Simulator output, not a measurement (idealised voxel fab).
Process module in this document: voxel wiring stack
For reference, the cross-section in this document is cut, with width 235 nm and square cells of 5 nm.
We lay out every cross-section as a grid of square cells and spell it out in bands from the top down, where one band means one or more rows of cells. Heights first: top, then bottom, in nm. Then materials, left to right, each with a width in nm. "full width" on a single material: fills the band edge to edge. "empty": empty space. Convention: height 0 is the level below which the wafer, as received, is all one material. The lowest band does not terminate at the bottom but continues downward, represented as "0..down". A width given as "30..40" starts at the first number in the band's top row and ends at the second number in its bottom row, shifting by an equal amount at every step from row to row. Where a step carries "no alteration", the cross-section came out of it unchanged, cell for cell. The label "Sealed void inventory" introduces a list of the empty spaces, 8 cells or larger, that have no open way up to the top; each entry in it reads width x height at distance, where the distance is taken from the left edge and all three are stated in nm. If you see something after the settings on a step's line, that's the simulator's own remark about that step. When a step includes a mask, the "overlay nm" setting on its line states how far to the right of its planned place that mask lay, and negative values state how far to the left.
-- Here's what the planned process steps look like
step 1: RECEIVE: material Si
step 2: CONFORMAL_DEP: material SiO2, thk nm 10
step 3: CONFORMAL_DEP: material SiCN, thk nm 5
step 4: DIRECTIONAL_DEP: material SiO2, thk nm 25
step 5: MASKED_ETCH: tone open, mask id METAL_1, width nm 25, pitch nm 45, etch materials SiO2, depth nm 25, overlay nm 0
step 6: MASKED_ETCH: tone open, mask id METAL_1, width nm 25, pitch nm 45, etch materials SiCN, depth nm 5, overlay nm 0
step 7: CONFORMAL_DEP: material TiN, thk nm 5
step 8: FILL_DEP: material Cu, thk nm 10
step 9: CMP: height nm 40
step 10: CONFORMAL_DEP: material SiCN, thk nm 5
step 11: DIRECTIONAL_DEP: material lowk, thk nm 30
step 12: DIRECTIONAL_DEP: material aC, thk nm 10
step 13: PATTERN: tone open, mask id METAL_2_HOLES, material resist, width nm 15, pitch nm 90, thk nm 30, overlay nm 0
step 14: DIRECTIONAL_ETCH: etch materials aC, depth nm 10
step 15: STRIP: etch materials resist
step 16: DIRECTIONAL_ETCH: etch materials lowk, depth nm 30
step 17: STRIP: etch materials aC
step 18: MASKED_ETCH: tone open, mask id METAL_2, width nm 25, pitch nm 45, etch materials lowk, depth nm 20, overlay nm 0
step 19: MASKED_ETCH: tone open, mask id METAL_2, width nm 25, pitch nm 45, etch materials SiCN, depth nm 5, overlay nm 0
step 20: CONFORMAL_DEP: material TiN, thk nm 5
step 21: FILL_DEP: material Cu, thk nm 5
step 22: CMP: height nm 75
step 23: CONFORMAL_DEP: material SiCN, thk nm 5
step 24: DIRECTIONAL_DEP: material lowk, thk nm 20
step 25: MASKED_ETCH: tone open, mask id PLUG_2, width nm 15, pitch nm 90, etch materials lowk, depth nm 20, overlay nm 0
step 26: MASKED_ETCH: tone open, mask id PLUG_2, width nm 15, pitch nm 90, etch materials SiCN, depth nm 5, overlay nm 0
step 27: EPI: material Ru, thk nm 10
step 28: EPI: material Ru, thk nm 10
step 29: EPI: material Ru, thk nm 5
step 30: CONFORMAL_DEP: material SiN, thk nm 5
step 31: DIRECTIONAL_DEP: material lowk, thk nm 15
step 32: PATTERN: tone open, mask id METAL_3, material resist, width nm 25, pitch nm 45, thk nm 20, overlay nm 0
step 33: DIRECTIONAL_ETCH: etch materials lowk, depth nm 15
step 34: DIRECTIONAL_ETCH: etch materials SiN, depth nm 5
step 35: STRIP: etch materials resist
step 36: CONFORMAL_DEP: material TiN, thk nm 5
step 37: FILL_DEP: material Cu, thk nm 10
step 38: CMP: height nm 120
step 39: EPI: material Ru, thk nm 5
step 40: FILL_DEP: material SiCN, thk nm 5
step 41: DIRECTIONAL_DEP: material SiO2, thk nm 10
step 42: PATTERN: tone open, mask id PLUG_3, material resist, width nm 15, pitch nm 45, thk nm 15, overlay nm 0
step 43: DIRECTIONAL_ETCH: etch materials SiO2, depth nm 10
step 44: DIRECTIONAL_ETCH: etch materials SiCN, depth nm 5
step 45: STRIP: etch materials resist
step 46: EPI: material Ru, thk nm 10
step 47: EPI: material Ru, thk nm 5
step 48: CONFORMAL_DEP: material SiCN, thk nm 5
step 49: DIRECTIONAL_DEP: material SiO2, thk nm 20
step 50: PATTERN: tone open, mask id METAL_4, material resist, width nm 25, pitch nm 45, thk nm 15, overlay nm 0
step 51: DIRECTIONAL_ETCH: etch materials SiO2, depth nm 20
step 52: DIRECTIONAL_ETCH: etch materials SiCN, depth nm 5
step 53: STRIP: etch materials resist
step 54: CONFORMAL_DEP: material TiN, thk nm 5
step 55: FILL_DEP: material W, thk nm 10
step 56: CMP: height nm 165
step 57: CONFORMAL_DEP: material SiCN, thk nm 5
-- Run as planned: first of two wafers
-- Received-state cross-section, reflecting completion of step 1
> 0..down | Si full width
> Sealed void inventory: none
-- Cross-section of the wafer subsequent to step 2
> 10..0 | SiO2 full width
> Below 0, no change.
-- Cross-section of the wafer subsequent to step 3
> 15..10 | SiCN full width
> Below 10, no change.
-- Cross-section of the wafer subsequent to step 4
> 40..15 | SiO2 full width
> Below 15, no change.
-- Cross-section of the wafer subsequent to step 5
> 40..15 | SiO2 (60); empty (25); SiO2 (20); empty (25); SiO2 (20); empty (25); SiO2 (60)
> Below 15, no change.
-- Cross-section of the wafer subsequent to step 6
> 40..15 | SiO2 (60); empty (25); SiO2 (20); empty (25); SiO2 (20); empty (25); SiO2 (60)
> 15..10 | SiCN (60); empty (25); SiCN (20); empty (25); SiCN (20); empty (25); SiCN (60)
> Below 10, no change.
-- Cross-section of the wafer subsequent to step 7
> 45..40 | TiN (65); empty (15); TiN (30); empty (15); TiN (30); empty (15); TiN (65)
> 40..15 | SiO2 (60); TiN (5); empty (15); TiN (5); SiO2 (20); TiN (5); empty (15); TiN (5); SiO2 (20); TiN (5); empty (15); TiN (5); SiO2 (60)
> 15..10 | SiCN (60); TiN (25); SiCN (20); TiN (25); SiCN (20); TiN (25); SiCN (60)
> Below 10, no change.
-- Cross-section of the wafer subsequent to step 8
> 55..45 | Cu full width
> 45..40 | TiN (65); Cu (15); TiN (30); Cu (15); TiN (30); Cu (15); TiN (65)
> 40..15 | SiO2 (60); TiN (5); Cu (15); TiN (5); SiO2 (20); TiN (5); Cu (15); TiN (5); SiO2 (20); TiN (5); Cu (15); TiN (5); SiO2 (60)
> Below 15, no change.
-- Cross-section of the wafer subsequent to step 9
> 40..15 | SiO2 (60); TiN (5); Cu (15); TiN (5); SiO2 (20); TiN (5); Cu (15); TiN (5); SiO2 (20); TiN (5); Cu (15); TiN (5); SiO2 (60)
> Below 15, no change.
-- Cross-section of the wafer subsequent to step 10
> 45..40 | SiCN full width
> Below 40, no change.
-- Cross-section of the wafer subsequent to step 11
> 75..45 | lowk full width
> Below 45, no change.
-- Cross-section of the wafer subsequent to step 12
> 85..75 | aC full width
> Below 75, no change.
-- Cross-section of the wafer subsequent to step 13
> 115..85 | resist (60); empty (15); resist (75); empty (15); resist (70)
> Below 85, no change.
-- Cross-section of the wafer subsequent to step 14
> 105..85 | resist (60); empty (15); resist (75); empty (15); resist (70)
> 85..75 | aC (60); empty (15); aC (75); empty (15); aC (70)
> Below 75, no change.
-- Cross-section of the wafer subsequent to step 15
> 85..75 | aC (60); empty (15); aC (75); empty (15); aC (70)
> Below 75, no change.
-- Cross-section of the wafer subsequent to step 16
> 85..75 | aC (60); empty (15); aC (75); empty (15); aC (70)
> 75..45 | lowk (60); empty (15); lowk (75); empty (15); lowk (70)
> Below 45, no change.
-- Cross-section of the wafer subsequent to step 17
> 75..45 | lowk (60); empty (15); lowk (75); empty (15); lowk (70)
> Below 45, no change.
-- Cross-section of the wafer subsequent to step 18
> 75..55 | lowk (60); empty (25); lowk (20); empty (25); lowk (20); empty (25); lowk (60)
> Below 55, no change.
-- Cross-section of the wafer subsequent to step 19
> 75..55 | lowk (60); empty (25); lowk (20); empty (25); lowk (20); empty (25); lowk (60)
> 55..45 | lowk (60); empty (15); lowk (75); empty (15); lowk (70)
> 45..40 | SiCN (60); empty (15); SiCN (75); empty (15); SiCN (70)
> Below 40, no change.
-- Cross-section of the wafer subsequent to step 20
> 80..75 | TiN (65); empty (15); TiN (30); empty (15); TiN (30); empty (15); TiN (65)
> 75..60 | lowk (60); TiN (5); empty (15); TiN (5); lowk (20); TiN (5); empty (15); TiN (5); lowk (20); TiN (5); empty (15); TiN (5); lowk (60)
> 60..55 | lowk (60); TiN (5); empty (5); TiN (15); lowk (20); TiN (25); lowk (20); TiN (5); empty (5); TiN (15); lowk (60)
> 55..45 | lowk (60); TiN (5); empty (5); TiN (5); lowk (75); TiN (5); empty (5); TiN (5); lowk (70)
> 45..40 | SiCN (60); TiN (15); SiCN (75); TiN (15); SiCN (70)
> Below 40, no change.
-- Cross-section of the wafer subsequent to step 21
> 85..80 | Cu full width
> 80..75 | TiN (65); Cu (15); TiN (30); Cu (15); TiN (30); Cu (15); TiN (65)
> 75..60 | lowk (60); TiN (5); Cu (15); TiN (5); lowk (20); TiN (5); Cu (15); TiN (5); lowk (20); TiN (5); Cu (15); TiN (5); lowk (60)
> 60..55 | lowk (60); TiN (5); Cu (5); TiN (15); lowk (20); TiN (25); lowk (20); TiN (5); Cu (5); TiN (15); lowk (60)
> 55..45 | lowk (60); TiN (5); Cu (5); TiN (5); lowk (75); TiN (5); Cu (5); TiN (5); lowk (70)
> Below 45, no change.
-- Cross-section of the wafer subsequent to step 22
> 75..60 | lowk (60); TiN (5); Cu (15); TiN (5); lowk (20); TiN (5); Cu (15); TiN (5); lowk (20); TiN (5); Cu (15); TiN (5); lowk (60)
> Below 60, no change.
-- Cross-section of the wafer subsequent to step 23
> 80..75 | SiCN full width
> Below 75, no change.
-- Cross-section of the wafer subsequent to step 24
> 100..80 | lowk full width
> Below 80, no change.
-- Cross-section of the wafer subsequent to step 25
> 100..80 | lowk (60); empty (15); lowk (75); empty (15); lowk (70)
> Below 80, no change.
-- Cross-section of the wafer subsequent to step 26
> 100..80 | lowk (60); empty (15); lowk (75); empty (15); lowk (70)
> 80..75 | SiCN (60); empty (15); SiCN (75); empty (15); SiCN (70)
> Below 75, no change.
-- Cross-section of the wafer subsequent to step 27
> 100..85 | lowk (60); empty (15); lowk (75); empty (15); lowk (70)
> 85..80 | lowk (60); Ru (15); lowk (75); Ru (15); lowk (70)
> 80..75 | SiCN (60); Ru (15); SiCN (75); Ru (15); SiCN (70)
> Below 75, no change.
-- Cross-section of the wafer subsequent to step 28
> 100..95 | lowk (60); empty (15); lowk (75); empty (15); lowk (70)
> 95..80 | lowk (60); Ru (15); lowk (75); Ru (15); lowk (70)
> Below 80, no change.
-- Cross-section of the wafer subsequent to step 29
> 100..80 | lowk (60); Ru (15); lowk (75); Ru (15); lowk (70)
> Below 80, no change.
-- Cross-section of the wafer subsequent to step 30
> 105..100 | SiN full width
> Below 100, no change.
-- Cross-section of the wafer subsequent to step 31
> 120..105 | lowk full width
> Below 105, no change.
-- Cross-section of the wafer subsequent to step 32
> 140..120 | resist (60); empty (25); resist (20); empty (25); resist (20); empty (25); resist (60)
> Below 120, no change.
-- Cross-section of the wafer subsequent to step 33
> 140..120 | resist (60); empty (25); resist (20); empty (25); resist (20); empty (25); resist (60)
> 120..105 | lowk (60); empty (25); lowk (20); empty (25); lowk (20); empty (25); lowk (60)
> Below 105, no change.
-- Cross-section of the wafer subsequent to step 34
> 140..120 | resist (60); empty (25); resist (20); empty (25); resist (20); empty (25); resist (60)
> 120..105 | lowk (60); empty (25); lowk (20); empty (25); lowk (20); empty (25); lowk (60)
> 105..100 | SiN (60); empty (25); SiN (20); empty (25); SiN (20); empty (25); SiN (60)
> Below 100, no change.
-- Cross-section of the wafer subsequent to step 35
> 120..105 | lowk (60); empty (25); lowk (20); empty (25); lowk (20); empty (25); lowk (60)
> Below 105, no change.
-- Cross-section of the wafer subsequent to step 36
> 125..120 | TiN (65); empty (15); TiN (30); empty (15); TiN (30); empty (15); TiN (65)
> 120..105 | lowk (60); TiN (5); empty (15); TiN (5); lowk (20); TiN (5); empty (15); TiN (5); lowk (20); TiN (5); empty (15); TiN (5); lowk (60)
> 105..100 | SiN (60); TiN (25); SiN (20); TiN (25); SiN (20); TiN (25); SiN (60)
> Below 100, no change.
-- Cross-section of the wafer subsequent to step 37
> 135..125 | Cu full width
> 125..120 | TiN (65); Cu (15); TiN (30); Cu (15); TiN (30); Cu (15); TiN (65)
> 120..105 | lowk (60); TiN (5); Cu (15); TiN (5); lowk (20); TiN (5); Cu (15); TiN (5); lowk (20); TiN (5); Cu (15); TiN (5); lowk (60)
> Below 105, no change.
-- Cross-section of the wafer subsequent to step 38
> 120..105 | lowk (60); TiN (5); Cu (15); TiN (5); lowk (20); TiN (5); Cu (15); TiN (5); lowk (20); TiN (5); Cu (15); TiN (5); lowk (60)
> Below 105, no change.
-- Cross-section of the wafer subsequent to step 39
> 125..120 | empty (55); Ru (35); empty (10); Ru (35); empty (10); Ru (35); empty (55)
> Below 120, no change.
-- Cross-section of the wafer subsequent to step 40
> 130..125 | SiCN full width
> 125..120 | SiCN (55); Ru (35); SiCN (10); Ru (35); SiCN (10); Ru (35); SiCN (55)
> Below 120, no change.
-- Cross-section of the wafer subsequent to step 41
> 140..130 | SiO2 full width
> Below 130, no change.
-- Cross-section of the wafer subsequent to step 42
> 155..140 | resist (60); empty (15); resist (30); empty (15); resist (30); empty (15); resist (70)
> Below 140, no change.
-- Cross-section of the wafer subsequent to step 43
> 155..140 | resist (60); empty (15); resist (30); empty (15); resist (30); empty (15); resist (70)
> 140..130 | SiO2 (60); empty (15); SiO2 (30); empty (15); SiO2 (30); empty (15); SiO2 (70)
> Below 130, no change.
-- Cross-section of the wafer subsequent to step 44
> 155..140 | resist (60); empty (15); resist (30); empty (15); resist (30); empty (15); resist (70)
> 140..130 | SiO2 (60); empty (15); SiO2 (30); empty (15); SiO2 (30); empty (15); SiO2 (70)
> 130..125 | SiCN (60); empty (15); SiCN (30); empty (15); SiCN (30); empty (15); SiCN (70)
> Below 125, no change.
-- Cross-section of the wafer subsequent to step 45
> 140..130 | SiO2 (60); empty (15); SiO2 (30); empty (15); SiO2 (30); empty (15); SiO2 (70)
> Below 130, no change.
-- Cross-section of the wafer subsequent to step 46
> 140..135 | SiO2 (60); empty (15); SiO2 (30); empty (15); SiO2 (30); empty (15); SiO2 (70)
> 135..130 | SiO2 (60); Ru (15); SiO2 (30); Ru (15); SiO2 (30); Ru (15); SiO2 (70)
> 130..120 | SiCN (60..55); Ru (15..35); SiCN (30..10); Ru (15..35); SiCN (30..10); Ru (15..35); SiCN (70..55)
> Below 120, no change.
-- Cross-section of the wafer subsequent to step 47
> 140..130 | SiO2 (60); Ru (15); SiO2 (30); Ru (15); SiO2 (30); Ru (15); SiO2 (70)
> Below 130, no change.
-- Cross-section of the wafer subsequent to step 48
> 145..140 | SiCN full width
> Below 140, no change.
-- Cross-section of the wafer subsequent to step 49
> 165..145 | SiO2 full width
> Below 145, no change.
-- Cross-section of the wafer subsequent to step 50
> 180..165 | resist (60); empty (25); resist (20); empty (25); resist (20); empty (25); resist (60)
> Below 165, no change.
-- Cross-section of the wafer subsequent to step 51
> 180..165 | resist (60); empty (25); resist (20); empty (25); resist (20); empty (25); resist (60)
> 165..145 | SiO2 (60); empty (25); SiO2 (20); empty (25); SiO2 (20); empty (25); SiO2 (60)
> Below 145, no change.
-- Cross-section of the wafer subsequent to step 52
> 180..165 | resist (60); empty (25); resist (20); empty (25); resist (20); empty (25); resist (60)
> 165..145 | SiO2 (60); empty (25); SiO2 (20); empty (25); SiO2 (20); empty (25); SiO2 (60)
> 145..140 | SiCN (60); empty (25); SiCN (20); empty (25); SiCN (20); empty (25); SiCN (60)
> Below 140, no change.
-- Cross-section of the wafer subsequent to step 53
> 165..145 | SiO2 (60); empty (25); SiO2 (20); empty (25); SiO2 (20); empty (25); SiO2 (60)
> Below 145, no change.
-- Cross-section of the wafer subsequent to step 54
> 170..165 | TiN (65); empty (15); TiN (30); empty (15); TiN (30); empty (15); TiN (65)
> 165..145 | SiO2 (60); TiN (5); empty (15); TiN (5); SiO2 (20); TiN (5); empty (15); TiN (5); SiO2 (20); TiN (5); empty (15); TiN (5); SiO2 (60)
> 145..140 | SiCN (60); TiN (25); SiCN (20); TiN (25); SiCN (20); TiN (25); SiCN (60)
> Below 140, no change.
-- Cross-section of the wafer subsequent to step 55
> 180..170 | W full width
> 170..165 | TiN (65); W (15); TiN (30); W (15); TiN (30); W (15); TiN (65)
> 165..145 | SiO2 (60); TiN (5); W (15); TiN (5); SiO2 (20); TiN (5); W (15); TiN (5); SiO2 (20); TiN (5); W (15); TiN (5); SiO2 (60)
> Below 145, no change.
-- Cross-section of the wafer subsequent to step 56
> 165..145 | SiO2 (60); TiN (5); W (15); TiN (5); SiO2 (20); TiN (5); W (15); TiN (5); SiO2 (20); TiN (5); W (15); TiN (5); SiO2 (60)
> Below 145, no change.
-- Cross-section of the wafer subsequent to step 57
> 170..165 | SiCN full width
> Below 165, no change.
-- Wafer two. Same start, same plan, one slip in execution. Same as wafer one through step 3, inclusive
-- X-section, second wafer, when step 4 was due to finish
> 35..15 | SiO2 full width
> Below 15, no change.
-- X-section, second wafer, when step 5 was due to finish
> 35..15 | SiO2 (60); empty (25); SiO2 (20); empty (25); SiO2 (20); empty (25); SiO2 (60)
> Below 15, no change.
-- X-section, second wafer, when step 6 was due to finish
> 35..15 | SiO2 (60); empty (25); SiO2 (20); empty (25); SiO2 (20); empty (25); SiO2 (60)
> 15..10 | SiCN (60); empty (25); SiCN (20); empty (25); SiCN (20); empty (25); SiCN (60)
> Below 10, no change.
-- X-section, second wafer, when step 7 was due to finish
> 40..35 | TiN (65); empty (15); TiN (30); empty (15); TiN (30); empty (15); TiN (65)
> 35..15 | SiO2 (60); TiN (5); empty (15); TiN (5); SiO2 (20); TiN (5); empty (15); TiN (5); SiO2 (20); TiN (5); empty (15); TiN (5); SiO2 (60)
> 15..10 | SiCN (60); TiN (25); SiCN (20); TiN (25); SiCN (20); TiN (25); SiCN (60)
> Below 10, no change.
-- X-section, second wafer, when step 8 was due to finish
> 50..40 | Cu full width
> 40..35 | TiN (65); Cu (15); TiN (30); Cu (15); TiN (30); Cu (15); TiN (65)
> 35..15 | SiO2 (60); TiN (5); Cu (15); TiN (5); SiO2 (20); TiN (5); Cu (15); TiN (5); SiO2 (20); TiN (5); Cu (15); TiN (5); SiO2 (60)
> Below 15, no change.
-- X-section, second wafer, when step 9 was due to finish
> 40..35 | TiN (65); Cu (15); TiN (30); Cu (15); TiN (30); Cu (15); TiN (65)
> Below 35, no change.
-- X-section, second wafer, when step 10 was due to finish
> 45..40 | SiCN full width
> Below 40, no change.
-- X-section, second wafer, when step 11 was due to finish
> 75..45 | lowk full width
> Below 45, no change.
-- X-section, second wafer, when step 12 was due to finish
> 85..75 | aC full width
> Below 75, no change.
-- X-section, second wafer, when step 13 was due to finish
> 115..85 | resist (60); empty (15); resist (75); empty (15); resist (70)
> Below 85, no change.
-- X-section, second wafer, when step 14 was due to finish
> 105..85 | resist (60); empty (15); resist (75); empty (15); resist (70)
> 85..75 | aC (60); empty (15); aC (75); empty (15); aC (70)
> Below 75, no change.
-- X-section, second wafer, when step 15 was due to finish
> 85..75 | aC (60); empty (15); aC (75); empty (15); aC (70)
> Below 75, no change.
-- X-section, second wafer, when step 16 was due to finish
> 85..75 | aC (60); empty (15); aC (75); empty (15); aC (70)
> 75..45 | lowk (60); empty (15); lowk (75); empty (15); lowk (70)
> Below 45, no change.
-- X-section, second wafer, when step 17 was due to finish
> 75..45 | lowk (60); empty (15); lowk (75); empty (15); lowk (70)
> Below 45, no change.
-- X-section, second wafer, when step 18 was due to finish
> 75..55 | lowk (60); empty (25); lowk (20); empty (25); lowk (20); empty (25); lowk (60)
> Below 55, no change.
-- X-section, second wafer, when step 19 was due to finish
> 75..55 | lowk (60); empty (25); lowk (20); empty (25); lowk (20); empty (25); lowk (60)
> 55..45 | lowk (60); empty (15); lowk (75); empty (15); lowk (70)
> 45..40 | SiCN (60); empty (15); SiCN (75); empty (15); SiCN (70)
> Below 40, no change.
-- X-section, second wafer, when step 20 was due to finish
> 80..75 | TiN (65); empty (15); TiN (30); empty (15); TiN (30); empty (15); TiN (65)
> 75..60 | lowk (60); TiN (5); empty (15); TiN (5); lowk (20); TiN (5); empty (15); TiN (5); lowk (20); TiN (5); empty (15); TiN (5); lowk (60)
> 60..55 | lowk (60); TiN (5); empty (5); TiN (15); lowk (20); TiN (25); lowk (20); TiN (5); empty (5); TiN (15); lowk (60)
> 55..45 | lowk (60); TiN (5); empty (5); TiN (5); lowk (75); TiN (5); empty (5); TiN (5); lowk (70)
> 45..40 | SiCN (60); TiN (15); SiCN (75); TiN (15); SiCN (70)
> Below 40, no change.
-- X-section, second wafer, when step 21 was due to finish
> 85..80 | Cu full width
> 80..75 | TiN (65); Cu (15); TiN (30); Cu (15); TiN (30); Cu (15); TiN (65)
> 75..60 | lowk (60); TiN (5); Cu (15); TiN (5); lowk (20); TiN (5); Cu (15); TiN (5); lowk (20); TiN (5); Cu (15); TiN (5); lowk (60)
> 60..55 | lowk (60); TiN (5); Cu (5); TiN (15); lowk (20); TiN (25); lowk (20); TiN (5); Cu (5); TiN (15); lowk (60)
> 55..45 | lowk (60); TiN (5); Cu (5); TiN (5); lowk (75); TiN (5); Cu (5); TiN (5); lowk (70)
> Below 45, no change.
-- X-section, second wafer, when step 22 was due to finish
> 75..60 | lowk (60); TiN (5); Cu (15); TiN (5); lowk (20); TiN (5); Cu (15); TiN (5); lowk (20); TiN (5); Cu (15); TiN (5); lowk (60)
> Below 60, no change.
-- X-section, second wafer, when step 23 was due to finish
> 80..75 | SiCN full width
> Below 75, no change.
-- X-section, second wafer, when step 24 was due to finish
> 100..80 | lowk full width
> Below 80, no change.
-- X-section, second wafer, when step 25 was due to finish
> 100..80 | lowk (60); empty (15); lowk (75); empty (15); lowk (70)
> Below 80, no change.
-- X-section, second wafer, when step 26 was due to finish
> 100..80 | lowk (60); empty (15); lowk (75); empty (15); lowk (70)
> 80..75 | SiCN (60); empty (15); SiCN (75); empty (15); SiCN (70)
> Below 75, no change.
-- X-section, second wafer, when step 27 was due to finish
> 100..85 | lowk (60); empty (15); lowk (75); empty (15); lowk (70)
> 85..80 | lowk (60); Ru (15); lowk (75); Ru (15); lowk (70)
> 80..75 | SiCN (60); Ru (15); SiCN (75); Ru (15); SiCN (70)
> Below 75, no change.
-- X-section, second wafer, when step 28 was due to finish
> 100..95 | lowk (60); empty (15); lowk (75); empty (15); lowk (70)
> 95..80 | lowk (60); Ru (15); lowk (75); Ru (15); lowk (70)
> Below 80, no change.
-- X-section, second wafer, when step 29 was due to finish
> 100..80 | lowk (60); Ru (15); lowk (75); Ru (15); lowk (70)
> Below 80, no change.
-- X-section, second wafer, when step 30 was due to finish
> 105..100 | SiN full width
> Below 100, no change.
-- X-section, second wafer, when step 31 was due to finish
> 120..105 | lowk full width
> Below 105, no change.
-- X-section, second wafer, when step 32 was due to finish
> 140..120 | resist (60); empty (25); resist (20); empty (25); resist (20); empty (25); resist (60)
> Below 120, no change.
-- X-section, second wafer, when step 33 was due to finish
> 140..120 | resist (60); empty (25); resist (20); empty (25); resist (20); empty (25); resist (60)
> 120..105 | lowk (60); empty (25); lowk (20); empty (25); lowk (20); empty (25); lowk (60)
> Below 105, no change.
-- X-section, second wafer, when step 34 was due to finish
> 140..120 | resist (60); empty (25); resist (20); empty (25); resist (20); empty (25); resist (60)
> 120..105 | lowk (60); empty (25); lowk (20); empty (25); lowk (20); empty (25); lowk (60)
> 105..100 | SiN (60); empty (25); SiN (20); empty (25); SiN (20); empty (25); SiN (60)
> Below 100, no change.
-- X-section, second wafer, when step 35 was due to finish
> 120..105 | lowk (60); empty (25); lowk (20); empty (25); lowk (20); empty (25); lowk (60)
> Below 105, no change.
-- X-section, second wafer, when step 36 was due to finish
> 125..120 | TiN (65); empty (15); TiN (30); empty (15); TiN (30); empty (15); TiN (65)
> 120..105 | lowk (60); TiN (5); empty (15); TiN (5); lowk (20); TiN (5); empty (15); TiN (5); lowk (20); TiN (5); empty (15); TiN (5); lowk (60)
> 105..100 | SiN (60); TiN (25); SiN (20); TiN (25); SiN (20); TiN (25); SiN (60)
> Below 100, no change.
-- X-section, second wafer, when step 37 was due to finish
> 135..125 | Cu full width
> 125..120 | TiN (65); Cu (15); TiN (30); Cu (15); TiN (30); Cu (15); TiN (65)
> 120..105 | lowk (60); TiN (5); Cu (15); TiN (5); lowk (20); TiN (5); Cu (15); TiN (5); lowk (20); TiN (5); Cu (15); TiN (5); lowk (60)
> Below 105, no change.
-- X-section, second wafer, when step 38 was due to finish
> 120..105 | lowk (60); TiN (5); Cu (15); TiN (5); lowk (20); TiN (5); Cu (15); TiN (5); lowk (20); TiN (5); Cu (15); TiN (5); lowk (60)
> Below 105, no change.
-- X-section, second wafer, when step 39 was due to finish
> 125..120 | empty (55); Ru (35); empty (10); Ru (35); empty (10); Ru (35); empty (55)
> Below 120, no change.
-- X-section, second wafer, when step 40 was due to finish
> 130..125 | SiCN full width
> 125..120 | SiCN (55); Ru (35); SiCN (10); Ru (35); SiCN (10); Ru (35); SiCN (55)
> Below 120, no change.
-- X-section, second wafer, when step 41 was due to finish
> 140..130 | SiO2 full width
> Below 130, no change.
-- X-section, second wafer, when step 42 was due to finish
> 155..140 | resist (60); empty (15); resist (30); empty (15); resist (30); empty (15); resist (70)
> Below 140, no change.
-- X-section, second wafer, when step 43 was due to finish
> 155..140 | resist (60); empty (15); resist (30); empty (15); resist (30); empty (15); resist (70)
> 140..130 | SiO2 (60); empty (15); SiO2 (30); empty (15); SiO2 (30); empty (15); SiO2 (70)
> Below 130, no change.
-- X-section, second wafer, when step 44 was due to finish
> 155..140 | resist (60); empty (15); resist (30); empty (15); resist (30); empty (15); resist (70)
> 140..130 | SiO2 (60); empty (15); SiO2 (30); empty (15); SiO2 (30); empty (15); SiO2 (70)
> 130..125 | SiCN (60); empty (15); SiCN (30); empty (15); SiCN (30); empty (15); SiCN (70)
> Below 125, no change.
-- X-section, second wafer, when step 45 was due to finish
> 140..130 | SiO2 (60); empty (15); SiO2 (30); empty (15); SiO2 (30); empty (15); SiO2 (70)
> Below 130, no change.
-- X-section, second wafer, when step 46 was due to finish
> 140..135 | SiO2 (60); empty (15); SiO2 (30); empty (15); SiO2 (30); empty (15); SiO2 (70)
> 135..130 | SiO2 (60); Ru (15); SiO2 (30); Ru (15); SiO2 (30); Ru (15); SiO2 (70)
> 130..120 | SiCN (60..55); Ru (15..35); SiCN (30..10); Ru (15..35); SiCN (30..10); Ru (15..35); SiCN (70..55)
> Below 120, no change.
-- X-section, second wafer, when step 47 was due to finish
> 140..130 | SiO2 (60); Ru (15); SiO2 (30); Ru (15); SiO2 (30); Ru (15); SiO2 (70)
> Below 130, no change.
-- X-section, second wafer, when step 48 was due to finish
> 145..140 | SiCN full width
> Below 140, no change.
-- X-section, second wafer, when step 49 was due to finish
> 165..145 | SiO2 full width
> Below 145, no change.
-- X-section, second wafer, when step 50 was due to finish
> 180..165 | resist (60); empty (25); resist (20); empty (25); resist (20); empty (25); resist (60)
> Below 165, no change.
-- X-section, second wafer, when step 51 was due to finish
> 180..165 | resist (60); empty (25); resist (20); empty (25); resist (20); empty (25); resist (60)
> 165..145 | SiO2 (60); empty (25); SiO2 (20); empty (25); SiO2 (20); empty (25); SiO2 (60)
> Below 145, no change.
-- X-section, second wafer, when step 52 was due to finish
> 180..165 | resist (60); empty (25); resist (20); empty (25); resist (20); empty (25); resist (60)
> 165..145 | SiO2 (60); empty (25); SiO2 (20); empty (25); SiO2 (20); empty (25); SiO2 (60)
> 145..140 | SiCN (60); empty (25); SiCN (20); empty (25); SiCN (20); empty (25); SiCN (60)
> Below 140, no change.
-- X-section, second wafer, when step 53 was due to finish
> 165..145 | SiO2 (60); empty (25); SiO2 (20); empty (25); SiO2 (20); empty (25); SiO2 (60)
> Below 145, no change.
-- X-section, second wafer, when step 54 was due to finish
> 170..165 | TiN (65); empty (15); TiN (30); empty (15); TiN (30); empty (15); TiN (65)
> 165..145 | SiO2 (60); TiN (5); empty (15); TiN (5); SiO2 (20); TiN (5); empty (15); TiN (5); SiO2 (20); TiN (5); empty (15); TiN (5); SiO2 (60)
> 145..140 | SiCN (60); TiN (25); SiCN (20); TiN (25); SiCN (20); TiN (25); SiCN (60)
> Below 140, no change.
-- X-section, second wafer, when step 55 was due to finish
> 180..170 | W full width
> 170..165 | TiN (65); W (15); TiN (30); W (15); TiN (30); W (15); TiN (65)
> 165..145 | SiO2 (60); TiN (5); W (15); TiN (5); SiO2 (20); TiN (5); W (15); TiN (5); SiO2 (20); TiN (5); W (15); TiN (5); SiO2 (60)
> Below 145, no change.
-- X-section, second wafer, when step 56 was due to finish
> 165..145 | SiO2 (60); TiN (5); W (15); TiN (5); SiO2 (20); TiN (5); W (15); TiN (5); SiO2 (20); TiN (5); W (15); TiN (5); SiO2 (60)
> Below 145, no change.
-- X-section, second wafer, when step 57 was due to finish
> 170..165 | SiCN full width
> Below 165, no change.
Deviation from plan: not per plan at step 4, really ran DIRECTIONAL_DEP: material SiO2, thk nm 20
Materials where the second wafer ends with more or fewer cells than the first: SiO2: 32 fewer, TiN: 32 more
